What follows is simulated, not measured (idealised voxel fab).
The following is a process module called voxel self aligned contacts.
Section shown: cut. Width: 155 nm. Cell size: 5 nm, square.
Bands, listed from the top down, are how a cross-section gets written in this document; the cross-section itself is a grid of square cells, and a band is one or more rows of them. Per band: top height and bottom height in nm, followed by the left-to-right materials and their widths in nm; "throughout" marks a single material spanning edge to edge, "empty" marks empty space. Heights are measured from 0, the level below which the as-received wafer is all one material; the lowest band has no bottom and continues downward, written as in "z 0 and below". When a width is written as two numbers, as in "30 to 40", the first number is the width in the top row of cells of the band and the second is the width in its bottom row, and the width changes by the same amount from each row to the next. "stayed the same", as given for a step, is the statement that not any cell of the cross-section underwent a change during that step. The entry "Enclosed internal cavities" lists the empty spaces that cover at least 8 cells and have no open path to the top. Each is written as width x height at distance, where the distance is measured from the left edge and all three values are in nm. Note: text after step settings on the step line = simulator remark on that step. If you see "overlay nm" on a step's line and that step has a mask, it's telling you how far right of where it was planned the mask ended up; a negative number means it went left instead. In what follows, pairs of cross-sections are presented, each taken before and after one process step, with the after cross-section shown only down to the lowest band that was altered; the step, together with its settings, is stated below the pair. The pairs may stem from different runs of this module on the same starting wafer; accordingly, a pair should be taken as continuing from the one above it solely where its entry headed "Prior to processing" indicates as much.

-- Prior to processing
  z 50 to 30  empty 35 | SiN 40 | empty 10 | SiN 40 | empty 30
  z 30 to 5  empty 35 | SiN 5 | polySi 30 | SiN 5 | empty 10 | SiN 5 | polySi 30 | SiN 5 | empty 30
  z 5 to 0  SiN 40 | polySi 30 | SiN 20 | polySi 30 | SiN 35
  z 0 to -5  SiO2 throughout
  z -5 and below  Si throughout
  Enclosed internal cavities: none

-- After the Step
  z 45 to 30  empty 35 | SiN 40 | empty 10 | SiN 40 | empty 30
  z 30 to 0  empty 35 | SiN 5 | polySi 30 | SiN 5 | empty 10 | SiN 5 | polySi 30 | SiN 5 | empty 30
  Under 0: no change, same as before.
  Enclosed internal cavities: none
Can you name the step between the two cross-sections above? It is DIRECTIONAL_ETCH with etch materials SiN, depth nm 5

Prior to processing: carried over from the after image of the pair right above.

-- After the Step
  z 60 to 45  SiO2 throughout
  z 45 to 30  SiO2 35 | SiN 40 | SiO2 10 | SiN 40 | SiO2 30
  z 30 to 0  SiO2 35 | SiN 5 | polySi 30 | SiN 5 | SiO2 10 | SiN 5 | polySi 30 | SiN 5 | SiO2 30
  Under 0: no change, same as before.
  Enclosed internal cavities: none
Can you name the step between the two cross-sections above? It is FILL_DEP with material SiO2, thk nm 15

Prior to processing: carried over from the after image of the pair right above.

-- After the Step
  z 50 to 45  SiO2 throughout
  Under 45: no change, same as before.
  Enclosed internal cavities: none
Can you name the step between the two cross-sections above? It is CMP with height nm 50

Prior to processing: carried over from the after image of the pair right above.

-- After the Step
  z 70 to 50  resist 60 | empty 35 | resist 60
  Under 50: no change, same as before.
  Enclosed internal cavities: none
Can you name the step between the two cross-sections above? It is PATTERN with tone open, mask id CONTACT, material resist, width nm 35, thk nm 20, overlay nm 0

Prior to processing: carried over from the after image of the pair right above.

-- After the Step
  z 70 to 50  resist 60 | empty 35 | resist 60
  z 50 to 45  SiO2 60 | empty 35 | SiO2 60
  z 45 to 30  SiO2 35 | SiN 40 | empty 10 | SiN 40 | SiO2 30
  z 30 to 0  SiO2 35 | SiN 5 | polySi 30 | SiN 5 | empty 10 | SiN 5 | polySi 30 | SiN 5 | SiO2 30
  z 0 to -5  SiO2 75 | empty 10 | SiO2 70
  Under -5: no change, same as before.
  Enclosed internal cavities: none
Can you name the step between the two cross-sections above? It is DIRECTIONAL_ETCH with etch materials SiO2, depth nm 55

Prior to processing: carried over from the after image of the pair right above.

-- After the Step
  z 50 to 45  SiO2 60 | empty 35 | SiO2 60
  Under 45: no change, same as before.
  Enclosed internal cavities: none
Can you name the step between the two cross-sections above? It is STRIP with etch materials resist

Prior to processing: carried over from the after image of the pair right above.

-- After the Step
  z 55 to 50  TiN 65 | empty 25 | TiN 65
  z 50 to 45  SiO2 60 | TiN 35 | SiO2 60
  z 45 to 30  SiO2 35 | SiN 40 | TiN 10 | SiN 40 | SiO2 30
  z 30 to 0  SiO2 35 | SiN 5 | polySi 30 | SiN 5 | TiN 10 | SiN 5 | polySi 30 | SiN 5 | SiO2 30
  z 0 to -5  SiO2 75 | TiN 10 | SiO2 70
  Under -5: no change, same as before.
  Enclosed internal cavities: none
Can you name the step between the two cross-sections above? It is CONFORMAL_DEP with material TiN, thk nm 5

Prior to processing: carried over from the after image of the pair right above.

-- After the Step
  z 65 to 55  Ru throughout
  z 55 to 50  TiN 65 | Ru 25 | TiN 65
  Under 50: no change, same as before.
  Enclosed internal cavities: none
Can you name the step between the two cross-sections above? It is FILL_DEP with material Ru, thk nm 10

Prior to processing: carried over from the after image of the pair right above.

-- After the Step
  z 50 to 45  SiO2 60 | TiN 35 | SiO2 60
  Under 45: no change, same as before.
  Enclosed internal cavities: none
Can you name the step between the two cross-sections above? It is CMP with height nm 50

Prior to processing: carried over from the after image of the pair right above.

-- After the Step
  z 55 to 50  SiCN throughout
  Under 50: no change, same as before.
  Enclosed internal cavities: none
Can you name the step between the two cross-sections above? It is CONFORMAL_DEP with material SiCN, thk nm 5

-- Prior to processing
  z 45 to 30  SiN throughout
  z 30 to 0  polySi throughout
  z 0 to -5  SiO2 throughout
  z -5 and below  Si throughout
  Enclosed internal cavities: none

-- After the Step
  z 60 to 45  empty 50 | resist 25 | empty 25 | resist 25 | empty 30
  Under 45: no change, same as before.
  Enclosed internal cavities: none
Can you name the step between the two cross-sections above? It is PATTERN with tone cover, mask id GATE, material resist, width nm 25, pitch nm 50, thk nm 15, overlay nm 10

Prior to processing: carried over from the after image of the pair right above.

-- After the Step
  z 60 to 45  empty 50 | resist 25 | empty 25 | resist 25 | empty 30
  z 45 to 30  empty 50 | SiN 25 | empty 25 | SiN 25 | empty 30
  Under 30: no change, same as before.
  Enclosed internal cavities: none
Can you name the step between the two cross-sections above? It is DIRECTIONAL_ETCH with etch materials SiN, depth nm 15

Prior to processing: carried over from the after image of the pair right above.

-- After the Step
  z 60 to 45  empty 50 | resist 25 | empty 25 | resist 25 | empty 30
  z 45 to 30  empty 50 | SiN 25 | empty 25 | SiN 25 | empty 30
  z 30 to 0  empty 50 | polySi 25 | empty 25 | polySi 25 | empty 30
  Under 0: no change, same as before.
  Enclosed internal cavities: none
Can you name the step between the two cross-sections above? It is DIRECTIONAL_ETCH with etch materials polySi, depth nm 30

Prior to processing: carried over from the after image of the pair right above.

-- After the Step
  z 45 to 30  empty 50 | SiN 25 | empty 25 | SiN 25 | empty 30
  Under 30: no change, same as before.
  Enclosed internal cavities: none
Can you name the step between the two cross-sections above? It is STRIP with etch materials resist

Prior to processing: carried over from the after image of the pair right above.

-- After the Step
  z 50 to 30  empty 45 | SiN 35 | empty 15 | SiN 35 | empty 25
  z 30 to 5  empty 45 | SiN 5 | polySi 25 | SiN 5 | empty 15 | SiN 5 | polySi 25 | SiN 5 | empty 25
  z 5 to 0  SiN 50 | polySi 25 | SiN 25 | polySi 25 | SiN 30
  Under 0: no change, same as before.
  Enclosed internal cavities: none
Can you name the step between the two cross-sections above? It is CONFORMAL_DEP with material SiN, thk nm 5

Prior to processing: carried over from the after image of the pair right above.

-- After the Step
  z 45 to 30  empty 45 | SiN 35 | empty 15 | SiN 35 | empty 25
  z 30 to 0  empty 45 | SiN 5 | polySi 25 | SiN 5 | empty 15 | SiN 5 | polySi 25 | SiN 5 | empty 25
  Under 0: no change, same as before.
  Enclosed internal cavities: none
Can you name the step between the two cross-sections above? It is DIRECTIONAL_ETCH with etch materials SiN, depth nm 5

Prior to processing: carried over from the after image of the pair right above.

-- After the Step
  z 60 to 45  SiO2 throughout
  z 45 to 30  SiO2 45 | SiN 35 | SiO2 15 | SiN 35 | SiO2 25
  z 30 to 0  SiO2 45 | SiN 5 | polySi 25 | SiN 5 | SiO2 15 | SiN 5 | polySi 25 | SiN 5 | SiO2 25
  Under 0: no change, same as before.
  Enclosed internal cavities: none
Can you name the step between the two cross-sections above? It is FILL_DEP with material SiO2, thk nm 15

Prior to processing: carried over from the after image of the pair right above.

-- After the Step
  z 50 to 45  SiO2 throughout
  Under 45: no change, same as before.
  Enclosed internal cavities: none
Can you name the step between the two cross-sections above? It is CMP with height nm 50

Prior to processing: carried over from the after image of the pair right above.

-- After the Step
  z 70 to 50  resist 60 | empty 35 | resist 60
  Under 50: no change, same as before.
  Enclosed internal cavities: none
Can you name the step between the two cross-sections above? It is PATTERN with tone open, mask id CONTACT, material resist, width nm 35, thk nm 20, overlay nm 0

Prior to processing: carried over from the after image of the pair right above.

-- After the Step
  z 70 to 50  resist 60 | empty 35 | resist 60
  z 50 to 45  SiO2 60 | empty 35 | SiO2 60
  z 45 to 30  SiO2 45 | SiN 35 | empty 15 | SiN 35 | SiO2 25
  z 30 to 0  SiO2 45 | SiN 5 | polySi 25 | SiN 5 | empty 15 | SiN 5 | polySi 25 | SiN 5 | SiO2 25
  z 0 to -5  SiO2 80 | empty 15 | SiO2 60
  Under -5: no change, same as before.
  Enclosed internal cavities: none
Can you name the step between the two cross-sections above? It is DIRECTIONAL_ETCH with etch materials SiO2, depth nm 55

Prior to processing: carried over from the after image of the pair right above.

-- After the Step
  z 50 to 45  SiO2 60 | empty 35 | SiO2 60
  Under 45: no change, same as before.
  Enclosed internal cavities: none
Can you name the step between the two cross-sections above? It is STRIP with etch materials resist

Prior to processing: carried over from the after image of the pair right above.

-- After the Step
  z 55 to 50  TiN 65 | empty 25 | TiN 65
  z 50 to 45  SiO2 60 | TiN 25 | empty 5 | TiN 5 | SiO2 60
  z 45 to 30  SiO2 45 | SiN 35 | TiN 5 | empty 5 | TiN 5 | SiN 35 | SiO2 25
  z 30 to 0  SiO2 45 | SiN 5 | polySi 25 | SiN 5 | TiN 5 | empty 5 | TiN 5 | SiN 5 | polySi 25 | SiN 5 | SiO2 25
  z 0 to -5  SiO2 80 | TiN 15 | SiO2 60
  Under -5: no change, same as before.
  Enclosed internal cavities: none
Can you name the step between the two cross-sections above? It is CONFORMAL_DEP with material TiN, thk nm 5

Prior to processing: carried over from the after image of the pair right above.

-- After the Step
  z 65 to 55  Ru throughout
  z 55 to 50  TiN 65 | Ru 25 | TiN 65
  z 50 to 45  SiO2 60 | TiN 25 | Ru 5 | TiN 5 | SiO2 60
  z 45 to 30  SiO2 45 | SiN 35 | TiN 5 | Ru 5 | TiN 5 | SiN 35 | SiO2 25
  z 30 to 0  SiO2 45 | SiN 5 | polySi 25 | SiN 5 | TiN 5 | Ru 5 | TiN 5 | SiN 5 | polySi 25 | SiN 5 | SiO2 25
  Under 0: no change, same as before.
  Enclosed internal cavities: none
Can you name the step between the two cross-sections above? It is FILL_DEP with material Ru, thk nm 10

Prior to processing: carried over from the after image of the pair right above.

-- After the Step
  z 50 to 45  SiO2 60 | TiN 25 | Ru 5 | TiN 5 | SiO2 60
  Under 45: no change, same as before.
  Enclosed internal cavities: none
Can you name the step between the two cross-sections above? It is CMP with height nm 50

Prior to processing: carried over from the after image of the pair right above.

-- After the Step
  z 55 to 50  SiCN throughout
  Under 50: no change, same as before.
  Enclosed internal cavities: none
Can you name the step between the two cross-sections above? It is CONFORMAL_DEP with material SiCN, thk nm 5

-- Prior to processing
  z 45 to 30  empty 40 | SiN 25 | empty 25 | SiN 25 | empty 40
  z 30 to 0  empty 40 | polySi 25 | empty 25 | polySi 25 | empty 40
  z 0 to -5  SiO2 throughout
  z -5 and below  Si throughout
  Enclosed internal cavities: none

-- After the Step
  z 50 to 45  empty 35 | SiO2 35 | empty 15 | SiO2 35 | empty 35
  z 45 to 30  empty 35 | SiO2 5 | SiN 25 | SiO2 5 | empty 15 | SiO2 5 | SiN 25 | SiO2 5 | empty 35
  z 30 to 5  empty 35 | SiO2 5 | polySi 25 | SiO2 5 | empty 15 | SiO2 5 | polySi 25 | SiO2 5 | empty 35
  z 5 to 0  SiO2 40 | polySi 25 | SiO2 25 | polySi 25 | SiO2 40
  Under 0: no change, same as before.
  Enclosed internal cavities: none
Can you name the step between the two cross-sections above? It is CONFORMAL_DEP with material SiO2, thk nm 5

Prior to processing: carried over from the after image of the pair right above.

-- After the Step
  z 65 to 45  SiO2 throughout
  z 45 to 30  SiO2 40 | SiN 25 | SiO2 25 | SiN 25 | SiO2 40
  z 30 to 0  SiO2 40 | polySi 25 | SiO2 25 | polySi 25 | SiO2 40
  Under 0: no change, same as before.
  Enclosed internal cavities: none
Can you name the step between the two cross-sections above? It is FILL_DEP with material SiO2, thk nm 15

Prior to processing: carried over from the after image of the pair right above.

-- After the Step
  z 50 to 45  SiO2 throughout
  Under 45: no change, same as before.
  Enclosed internal cavities: none
Can you name the step between the two cross-sections above? It is CMP with height nm 50

Prior to processing: carried over from the after image of the pair right above.

-- After the Step
  z 70 to 50  resist 60 | empty 35 | resist 60
  Under 50: no change, same as before.
  Enclosed internal cavities: none
Can you name the step between the two cross-sections above? It is PATTERN with tone open, mask id CONTACT, material resist, width nm 35, thk nm 20, overlay nm 0

Prior to processing: carried over from the after image of the pair right above.

-- After the Step
  z 70 to 50  resist 60 | empty 35 | resist 60
  z 50 to 45  SiO2 60 | empty 35 | SiO2 60
  z 45 to 30  SiO2 40 | SiN 25 | empty 25 | SiN 25 | SiO2 40
  z 30 to 0  SiO2 40 | polySi 25 | empty 25 | polySi 25 | SiO2 40
  z 0 to -5  SiO2 65 | empty 25 | SiO2 65
  Under -5: no change, same as before.
  Enclosed internal cavities: none
Can you name the step between the two cross-sections above? It is DIRECTIONAL_ETCH with etch materials SiO2, depth nm 55

Prior to processing: carried over from the after image of the pair right above.

-- After the Step
  z 50 to 45  SiO2 60 | empty 35 | SiO2 60
  Under 45: no change, same as before.
  Enclosed internal cavities: none
Can you name the step between the two cross-sections above? It is STRIP with etch materials resist

Prior to processing: carried over from the after image of the pair right above.

-- After the Step
  z 55 to 50  TiN 65 | empty 25 | TiN 65
  z 50 to 45  SiO2 60 | TiN 10 | empty 15 | TiN 10 | SiO2 60
  z 45 to 30  SiO2 40 | SiN 25 | TiN 5 | empty 15 | TiN 5 | SiN 25 | SiO2 40
  z 30 to 0  SiO2 40 | polySi 25 | TiN 5 | empty 15 | TiN 5 | polySi 25 | SiO2 40
  z 0 to -5  SiO2 65 | TiN 25 | SiO2 65
  Under -5: no change, same as before.
  Enclosed internal cavities: none
Can you name the step between the two cross-sections above? It is CONFORMAL_DEP with material TiN, thk nm 5

Prior to processing: carried over from the after image of the pair right above.

-- After the Step
  z 65 to 55  Ru throughout
  z 55 to 50  TiN 65 | Ru 25 | TiN 65
  z 50 to 45  SiO2 60 | TiN 10 | Ru 15 | TiN 10 | SiO2 60
  z 45 to 30  SiO2 40 | SiN 25 | TiN 5 | Ru 15 | TiN 5 | SiN 25 | SiO2 40
  z 30 to 0  SiO2 40 | polySi 25 | TiN 5 | Ru 15 | TiN 5 | polySi 25 | SiO2 40
  Under 0: no change, same as before.
  Enclosed internal cavities: none
Can you name the step between the two cross-sections above? It is FILL_DEP with material Ru, thk nm 10

Prior to processing: carried over from the after image of the pair right above.

-- After the Step
  z 50 to 45  SiO2 60 | TiN 10 | Ru 15 | TiN 10 | SiO2 60
  Under 45: no change, same as before.
  Enclosed internal cavities: none
Can you name the step between the two cross-sections above? It is CMP with height nm 50

Prior to processing: carried over from the after image of the pair right above.

-- After the Step
  z 55 to 50  SiCN throughout
  Under 50: no change, same as before.
  Enclosed internal cavities: none
Can you name the step between the two cross-sections above? It is CONFORMAL_DEP with material SiCN, thk nm 5

-- Prior to processing
  z 50 to 45  SiO2 throughout
  z 45 to 30  SiO2 35 | SiN 35 | SiO2 15 | SiN 35 | SiO2 35
  z 30 to 0  SiO2 35 | SiN 5 | polySi 25 | SiN 5 | SiO2 15 | SiN 5 | polySi 25 | SiN 5 | SiO2 35
  z 0 to -5  SiO2 throughout
  z -5 and below  Si throughout
  Enclosed internal cavities: none

-- After the Step
  z 70 to 50  empty 60 | resist 35 | empty 60
  Under 50: no change, same as before.
  Enclosed internal cavities: none
Can you name the step between the two cross-sections above? It is PATTERN with tone cover, mask id CONTACT, material resist, width nm 35, thk nm 20, overlay nm 0

Prior to processing: carried over from the after image of the pair right above.

-- After the Step
  z 70 to 50  empty 60 | resist 35 | empty 60
  z 50 to 45  empty 60 | SiO2 35 | empty 60
  z 45 to 30  empty 35 | SiN 35 | SiO2 15 | SiN 35 | empty 35
  z 30 to 0  empty 35 | SiN 5 | polySi 25 | SiN 5 | SiO2 15 | SiN 5 | polySi 25 | SiN 5 | empty 35
  z 0 to -5  empty 35 | SiO2 85 | empty 35
  Under -5: no change, same as before.
  Enclosed internal cavities: none
Can you name the step between the two cross-sections above? It is DIRECTIONAL_ETCH with etch materials SiO2, depth nm 55

Prior to processing: carried over from the after image of the pair right above.

-- After the Step
  z 50 to 45  empty 60 | SiO2 35 | empty 60
  Under 45: no change, same as before.
  Enclosed internal cavities: none
Can you name the step between the two cross-sections above? It is STRIP with etch materials resist

Prior to processing: carried over from the after image of the pair right above.

-- After the Step
  z 55 to 50  empty 55 | TiN 45 | empty 55
  z 50 to 45  empty 30 | TiN 30 | SiO2 35 | TiN 30 | empty 30
  z 45 to 30  empty 30 | TiN 5 | SiN 35 | SiO2 15 | SiN 35 | TiN 5 | empty 30
  z 30 to 0  empty 30 | TiN 5 | SiN 5 | polySi 25 | SiN 5 | SiO2 15 | SiN 5 | polySi 25 | SiN 5 | TiN 5 | empty 30
  z 0 to -5  TiN 35 | SiO2 85 | TiN 35
  Under -5: no change, same as before.
  Enclosed internal cavities: none
Can you name the step between the two cross-sections above? It is CONFORMAL_DEP with material TiN, thk nm 5

Prior to processing: carried over from the after image of the pair right above.

-- After the Step
  z 65 to 55  Ru throughout
  z 55 to 50  Ru 55 | TiN 45 | Ru 55
  z 50 to 45  Ru 30 | TiN 30 | SiO2 35 | TiN 30 | Ru 30
  z 45 to 30  Ru 30 | TiN 5 | SiN 35 | SiO2 15 | SiN 35 | TiN 5 | Ru 30
  z 30 to 0  Ru 30 | TiN 5 | SiN 5 | polySi 25 | SiN 5 | SiO2 15 | SiN 5 | polySi 25 | SiN 5 | TiN 5 | Ru 30
  Under 0: no change, same as before.
  Enclosed internal cavities: none
Can you name the step between the two cross-sections above? It is FILL_DEP with material Ru, thk nm 10

Prior to processing: carried over from the after image of the pair right above.

-- After the Step
  z 50 to 45  Ru 30 | TiN 30 | SiO2 35 | TiN 30 | Ru 30
  Under 45: no change, same as before.
  Enclosed internal cavities: none
Can you name the step between the two cross-sections above? It is CMP with height nm 50

Prior to processing: carried over from the after image of the pair right above.

-- After the Step
  z 55 to 50  SiCN throughout
  Under 50: no change, same as before.
  Enclosed internal cavities: none
Can you name the step between the two cross-sections above? It is CONFORMAL_DEP with material SiCN, thk nm 5
